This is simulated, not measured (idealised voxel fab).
Proc. module: voxel transistor to metal
Cross-sectional view cut (width: 175 nm; square cell size: 5 nm).
A cross-section is a grid of square cells, given in bands from the top down. A band is one or more rows of cells.
Within each band entry, the heights of the top and of the bottom of the band appear first, in that order and in nm; the materials of the band then follow from left to right, each with its corresponding width in nm. The designation "throughout" on a single material indicates that it fills the band from edge to edge; the designation "air" indicates empty space.
Height is counted from the level 0, under which the received wafer is composed throughout of one material. The lowest of the bands is not closed at the bottom but continues downward, in the notation "0 nm and below".
Read "30 to 40" as a graded width: first number on top, second number at the bottom, same change between each pair of neighbouring rows.
"same as before" -> step changed no cross-section cell.
Empty spaces counting at least 8 cells and having no open way to the top are listed in "Non-vented voids". The notation width x height at distance is used for each, the distance being from the left edge and all three values in nm.
Read whatever lies past the settings on a step's line as the simulator's own remark about the step.
A step line may carry the setting "overlay nm", which, for steps involving a mask, states the distance by which the mask lay to the right of its intended position; negative values denote displacement to the left.

## Listed below are the process steps as planned
1,RECEIVE (material Si)
2,OXIDIZE (depth nm 5)
3,CONFORMAL_DEP (material SiN; thk nm 15)
4,DIRECTIONAL_DEP (material aC; thk nm 10)
5,PATTERN (tone cover; mask id ACTIVE; material resist; width nm 105; thk nm 30; overlay nm 0)
6,DIRECTIONAL_ETCH (etch materials aC; depth nm 10)
7,STRIP (etch materials resist)
8,DIRECTIONAL_ETCH (etch materials SiN; depth nm 15)
9,DIRECTIONAL_ETCH (etch materials SiO2; depth nm 5)
10,DIRECTIONAL_ETCH (etch materials Si; depth nm 35)
11,STRIP (etch materials aC)
12,OXIDIZE (depth nm 5)
13,FILL_DEP (material SiO2; thk nm 5)
14,CMP (height nm 15)
15,SELECTIVE_ETCH (etch materials SiO2; depth nm 5)
16,STRIP (etch materials SiN)
17,SELECTIVE_ETCH (etch materials SiO2; depth nm 5)
18,OXIDIZE (depth nm 5)
19,DIRECTIONAL_DEP (material polySi; thk nm 25)
20,DIRECTIONAL_DEP (material SiCN; thk nm 10)
21,PATTERN (tone cover; mask id GATE; material resist; width nm 15; thk nm 20; overlay nm 0)
22,DIRECTIONAL_ETCH (etch materials SiCN; depth nm 20)
23,DIRECTIONAL_ETCH (etch materials polySi; depth nm 35)
24,STRIP (etch materials resist)
25,CONFORMAL_DEP (material SiO2; thk nm 5)
26,DIRECTIONAL_ETCH (etch materials SiO2; depth nm 5)
27,CONFORMAL_DEP (material SiN; thk nm 5)
28,DIRECTIONAL_ETCH (etch materials SiN; depth nm 5)
29,DIRECTIONAL_ETCH (etch materials SiO2; depth nm 5)
30,DIRECTIONAL_ETCH (etch materials Si; depth nm 5)
31,EPI (material pSi; thk nm 5)
32,FILL_DEP (material SiO2; thk nm 5)
33,CMP (height nm 30)
34,DIRECTIONAL_DEP (material SiO2; thk nm 15)
35,DIRECTIONAL_DEP (material aC; thk nm 10)
36,PATTERN (tone open; mask id CONTACT; material resist; width nm 30; pitch nm 55; thk nm 30; overlay nm 0)
37,DIRECTIONAL_ETCH (etch materials aC; depth nm 10)
38,STRIP (etch materials resist)
39,DIRECTIONAL_ETCH (etch materials SiO2; depth nm 55)
40,STRIP (etch materials aC)
41,CONFORMAL_DEP (material TiN; thk nm 5)
42,FILL_DEP (material W; thk nm 5)
43,CMP (height nm 45)
44,CONFORMAL_DEP (material SiN; thk nm 5)
45,DIRECTIONAL_DEP (material SiO2; thk nm 15)
46,PATTERN (tone open; mask id METAL_1; material resist; width nm 20; pitch nm 65; thk nm 20; overlay nm 0)
47,DIRECTIONAL_ETCH (etch materials SiO2; depth nm 15)
48,DIRECTIONAL_ETCH (etch materials SiN; depth nm 5)
49,STRIP (etch materials resist)
50,CONFORMAL_DEP (material TiN; thk nm 5)
51,FILL_DEP (material Ru; thk nm 5)
52,CMP (height nm 65)
53,EPI (material Ru; thk nm 5)
54,FILL_DEP (material SiCN; thk nm 5)

## Cross-section of the wafer at receipt, which is the condition after step 1
- 0 nm and below: Si throughout
- Non-vented voids: none

## End-of-module cross-section of the first of two wafers, processed as planned
- 75 nm to 70 nm: SiCN throughout
- 70 nm to 65 nm: 40 of SiCN, then 30 of Ru, then 35 of SiCN, then 30 of Ru, then 40 of SiCN
- 65 nm to 50 nm: 45 of SiO2, then 5 of TiN, then 10 of Ru, then 5 of TiN, then 45 of SiO2, then 5 of TiN, then 10 of Ru, then 5 of TiN, then 45 of SiO2
- 50 nm to 45 nm: 45 of SiN, then 20 of TiN, then 45 of SiN, then 20 of TiN, then 45 of SiN
- 45 nm to 35 nm: 45 of SiO2, then 5 of TiN, then 20 of W, then 5 of TiN, then 25 of SiO2, then 5 of TiN, then 20 of W, then 5 of TiN, then 45 of SiO2
- 35 nm to 30 nm: 45 of SiO2, then 5 of TiN, then 15 of W, then 10 of TiN, then 25 of SiO2, then 10 of TiN, then 15 of W, then 5 of TiN, then 45 of SiO2
- 30 nm to 20 nm: 45 of SiO2, then 5 of TiN, then 15 of W, then 5 of TiN, then 5 of SiN, then 5 of SiO2, then 15 of SiCN, then 5 of SiO2, then 5 of SiN, then 5 of TiN, then 15 of W, then 5 of TiN, then 45 of SiO2
- 20 nm to 5 nm: 45 of SiO2, then 5 of TiN, then 15 of W, then 5 of TiN, then 5 of SiN, then 5 of SiO2, then 15 of polySi, then 5 of SiO2, then 5 of SiN, then 5 of TiN, then 15 of W, then 5 of TiN, then 45 of SiO2
- 5 nm to -5 nm: 35 of SiO2, then 5 of SiN, then 5 of SiO2, then 5 of TiN, then 15 to 10 of W, then 5 to 10 of TiN, then 5 of SiN, then 5 of SiO2, then 15 of polySi, then 5 of SiO2, then 5 of SiN, then 5 to 10 of TiN, then 15 to 10 of W, then 5 of TiN, then 5 of SiO2, then 5 of SiN, then 35 of SiO2
- -5 nm to -10 nm: 45 of SiO2, then 20 of TiN, then 5 of pSi, then 35 of SiO2, then 5 of pSi, then 20 of TiN, then 45 of SiO2
- -10 nm to -15 nm: 40 of SiO2, then 30 of pSi, then 35 of Si, then 30 of pSi, then 40 of SiO2
- -15 nm to -45 nm: 40 of SiO2, then 95 of Si, then 40 of SiO2
- -45 nm and below: Si throughout
- Non-vented voids: none

## Wafer two (of two), end-of-module cross-section: start = wafer one, plan = wafer one, one run mistake
- 75 nm to 70 nm: SiCN throughout
- 70 nm to 65 nm: 40 of SiCN, then 30 of Ru, then 35 of SiCN, then 30 of Ru, then 40 of SiCN
- 65 nm to 60 nm: 45 of SiN, then 20 of TiN, then 45 of SiN, then 20 of TiN, then 45 of SiN
- 60 nm to 45 nm: SiO2 throughout
- 45 nm to 35 nm: 45 of SiO2, then 5 of TiN, then 20 of W, then 5 of TiN, then 25 of SiO2, then 5 of TiN, then 20 of W, then 5 of TiN, then 45 of SiO2
- 35 nm to 30 nm: 45 of SiO2, then 5 of TiN, then 15 of W, then 10 of TiN, then 25 of SiO2, then 10 of TiN, then 15 of W, then 5 of TiN, then 45 of SiO2
- 30 nm to 20 nm: 45 of SiO2, then 5 of TiN, then 15 of W, then 5 of TiN, then 5 of SiN, then 5 of SiO2, then 15 of SiCN, then 5 of SiO2, then 5 of SiN, then 5 of TiN, then 15 of W, then 5 of TiN, then 45 of SiO2
- 20 nm to 5 nm: 45 of SiO2, then 5 of TiN, then 15 of W, then 5 of TiN, then 5 of SiN, then 5 of SiO2, then 15 of polySi, then 5 of SiO2, then 5 of SiN, then 5 of TiN, then 15 of W, then 5 of TiN, then 45 of SiO2
- 5 nm to -5 nm: 35 of SiO2, then 5 of SiN, then 5 of SiO2, then 5 of TiN, then 15 to 10 of W, then 5 to 10 of TiN, then 5 of SiN, then 5 of SiO2, then 15 of polySi, then 5 of SiO2, then 5 of SiN, then 5 to 10 of TiN, then 15 to 10 of W, then 5 of TiN, then 5 of SiO2, then 5 of SiN, then 35 of SiO2
- -5 nm to -10 nm: 45 of SiO2, then 20 of TiN, then 5 of pSi, then 35 of SiO2, then 5 of pSi, then 20 of TiN, then 45 of SiO2
- -10 nm to -15 nm: 40 of SiO2, then 30 of pSi, then 35 of Si, then 30 of pSi, then 40 of SiO2
- -15 nm to -45 nm: 40 of SiO2, then 95 of Si, then 40 of SiO2
- -45 nm and below: Si throughout
- Non-vented voids: none
Where did the run depart from the plan? mixed up steps 44 and 45 - ran each in the other's place
The second wafer ends with more or fewer cells of some materials than the first, per final count: 12 fewer of Ru; 24 more of SiO2; 12 fewer of TiN
